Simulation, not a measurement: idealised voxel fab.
Name of the process module below: voxel air gaps
Displayed cross-section: cut, width of 210 nm, square cells sized 5 nm.
Cross-sections here: square-cell grids, written as top-down lists of bands, a band being one or more rows of cells.
Band: top height; bottom height; in nm. Then, left to right: material with width in nm, for each material. "edge to edge": a single material spanning edge to edge. "air": empty space.
Zero point of the height axis is 0; under it, received wafer = one material. Lowest band: continues down indefinitely, "0 and below".
Width: "30 to 40" (first number = top row, second number = bottom row, same change from row to row of cells).
Given "identical to before" for a step, no cell of the cross-section differs between before and after that step.
This entry, "Enclosed empty spaces", enumerates those empty regions of no fewer than 8 cells that possess no open connection to the top. Each region is reported in the form width x height at distance, the distance being taken from the left edge, with all three quantities expressed in nm.
Text after the settings on a step's line: the simulator's own remark on that step.
overlay nm, on a step with a mask: how far to the right of its planned place the mask lay; to the left if negative

Below is the list of planned process steps:
| 1 | RECEIVE,material Si |
| 2 | CONFORMAL_DEP,material SiO2,thk nm 10 |
| 3 | CONFORMAL_DEP,material SiN,thk nm 5 |
| 4 | DIRECTIONAL_DEP,material SiO2,thk nm 30 |
| 5 | PATTERN,tone open,mask id LINES,material resist,width nm 20,pitch nm 45,thk nm 20,overlay nm 0 |
| 6 | DIRECTIONAL_ETCH,etch materials SiO2,depth nm 30 |
| 7 | STRIP,etch materials resist |
| 8 | CONFORMAL_DEP,material TiN,thk nm 5 |
| 9 | FILL_DEP,material Cu,thk nm 10 |
| 10 | CMP,height nm 45 |
| 11 | EPI,material Ru,thk nm 10 |
| 12 | SELECTIVE_ETCH,etch materials SiO2,depth nm 40 |
| 13 | CONFORMAL_DEP,material SiCN,thk nm 5 |

Wafer cross-section on receipt, i.e. after step 1:
* 0 and below: Si edge to edge
* Enclosed empty spaces: none

Look at the cross-section after the module: the wafer started out the way shown above and the plan was the one shown above, yet one mistake was made along the way:
* 60 down to 55: SiCN edge to edge
* 55 down to 45: Ru edge to edge
* 45 down to 15: Cu edge to edge
* 15 down to 10: SiN edge to edge
* 10 down to 0: SiO2 edge to edge
* 0 and below: Si edge to edge
* Enclosed empty spaces: none
So what did we get wrong on this run? step 4 went in with a setting other than planned; the actual run was DIRECTIONAL_DEP,material Cu,thk nm 30
